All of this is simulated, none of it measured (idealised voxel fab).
Herein follows the process module entitled voxel released beams.
The cross-section on display is named cut; it measures 200 nm wide, and its cells are 5 nm squares.
A cross-section in this document is a grid of square cells, and it is written down as bands, the top band listed before the ones below it; a band is made up of one or more rows of cells. Heads up on the band format: heights come first, top then bottom, in nm. After that it's the materials left to right, each with its width in nm. A single material flagged "everywhere" fills the whole band edge to edge, and "empty" means there's empty space there. For the purposes of this specification, 0 denotes the height below which the wafer in its as-received condition is composed wholly of one material, and the lowermost band, lacking a lower limit, extends downward without end, as expressed in "0 and below". The notation "30->40" denotes a width that varies across the rows of cells in the band, beginning at the first number in the top row, finishing at the second number in the bottom row, and changing by an identical amount from each row to the next. No cell of the cross-section changed in a step that is given as "no alteration". "Voids, fully enclosed": sealed empty spaces, 8 cells or more, no open way to top, listed width x height at distance, with distance from the left edge and width, height and distance in nm. Text after the settings on a step's line: the simulator's own remark on that step. The setting "overlay nm" may be written on the line of a step. When the step uses a mask, the value reports how far to the right of the planned place the mask lay, and a negative value reports that it lay to the left.
# Process steps foreseen in the plan
1: RECEIVE | material Si
2: CONFORMAL_DEP | material SiN | thk nm 5
3: DIRECTIONAL_DEP | material SiO2 | thk nm 20
4: PATTERN | tone open | mask id ANCHOR | material resist | width nm 35 | thk nm 15 | overlay nm 0
5: DIRECTIONAL_ETCH | etch materials SiO2 | depth nm 20
6: STRIP | etch materials resist
7: CONFORMAL_DEP | material polySi | thk nm 15
8: DIRECTIONAL_DEP | material aC | thk nm 15
9: PATTERN | tone cover | mask id BEAM | material resist | width nm 110 | thk nm 30 | overlay nm 0
10: DIRECTIONAL_ETCH | etch materials aC | depth nm 15
11: STRIP | etch materials resist
12: DIRECTIONAL_ETCH | etch materials polySi | depth nm 15
13: STRIP | etch materials aC
14: STRIP | etch materials SiO2
# Cross-section of the incoming wafer, state after step 1
> 0 and below = Si everywhere
> Voids, fully enclosed: none
# Module complete - cross-section of the first of two wafers, run according to plan
> 40 down to 25 = empty 40 / polySi 20 / empty 5 / polySi 85 / empty 50
> 25 down to 20 = empty 45 / polySi 15 / empty 5 / polySi 15 / empty 120
> 20 down to 5 = empty 45 / polySi 35 / empty 120
> 5 down to 0 = SiN everywhere
> 0 and below = Si everywhere
> Voids, fully enclosed: none
# Second wafer cross-section at end of module - shared start and plan with the first, one mistake in the run
> 40 down to 25 = empty 40 / polySi 110 / empty 50
> 25 down to 20 = SiN everywhere
> 20 down to 0 = SiO2 everywhere
> 0 and below = Si everywhere
> Voids, fully enclosed: none
What went wrong in running the wafer? steps 2 and 3 swapped
Final difference in cells, second wafer against first, listed per material as more or fewer: +160 SiO2 | -24 polySi
